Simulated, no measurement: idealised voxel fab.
process module | voxel self aligned vias
cross-section cut | 260 nm wide | cells 5 nm
A cross-section is a grid of square cells, given in bands from the top down. A band is one or more rows of cells.
Each band's line starts with the height of the band's top and of its bottom, in nm. Then come its materials from left to right, each with its width in nm. One material with "throughout" fills the band from edge to edge. "air" is empty space.
Height 0 is the level under which the wafer as received is all one material. The lowest band goes on downwards, as in "0 down".
A width such as "30 to 40" changes by the same amount from each row of cells to the next, from the band's top row to its bottom row.
"no change" after a step means that no cell of the cross-section changed.
closed voids: empty space of 8 cells or more with no open way to the top, each as width x height at its distance from the left edge, in nm
after a step's settings: what the simulator itself notes on the step
overlay nm, on a step with a mask: how far to the right of its planned place the mask lay; to the left if negative
plan
1 op RECEIVE | material Si
2 op CONFORMAL_DEP | material SiO2 | thk nm 10
3 op CONFORMAL_DEP | material SiCN | thk nm 5
4 op DIRECTIONAL_DEP | material lowk | thk nm 30
5 op PATTERN | tone open | mask id LINES | material resist | width nm 20 | pitch nm 50 | thk nm 20 | overlay nm 0
6 op DIRECTIONAL_ETCH | etch materials lowk | depth nm 30
7 op STRIP | etch materials resist
8 op CONFORMAL_DEP | material TiN | thk nm 5
9 op FILL_DEP | material W | thk nm 10
10 op CMP | height nm 45
11 op SELECTIVE_ETCH | etch materials W Ru TiN | depth nm 5
12 op FILL_DEP | material SiN | thk nm 10
13 op CMP | height nm 45
14 op DIRECTIONAL_DEP | material lowk | thk nm 20
15 op MASKED_ETCH | tone open | mask id VIAS | width nm 30 | etch materials lowk | depth nm 20 | overlay nm 0
16 op MASKED_ETCH | tone open | mask id VIAS | width nm 30 | etch materials SiN | depth nm 5 | overlay nm 0
17 op CONFORMAL_DEP | material TiN | thk nm 5
18 op FILL_DEP | material Cu | thk nm 5
19 op CMP | height nm 65
20 op CONFORMAL_DEP | material SiCN | thk nm 5
as received, after step 1
  0 down: Si throughout
  closed voids: none
a wafer at the end: this start, this plan, one mistake
  70 to 65: SiCN throughout
  65 to 50: lowk 90 | TiN 5 | Cu 20 | TiN 5 | lowk 140
  50 to 45: lowk 90 | TiN 10 | Cu 10 | TiN 10 | lowk 140
  45 to 40: lowk 95 | TiN 20 | lowk 30 | SiN 20 | lowk 95
  40 to 20: lowk 95 | TiN 5 | W 10 | TiN 5 | lowk 30 | TiN 5 | W 10 | TiN 5 | lowk 95
  20 to 15: lowk 95 | TiN 20 | lowk 30 | TiN 20 | lowk 95
  15 to 10: SiCN throughout
  10 to 0: Cu throughout
  0 down: Si throughout
  closed voids: none
what went wrong: step 2 ran as: op CONFORMAL_DEP | material Cu | thk nm 10
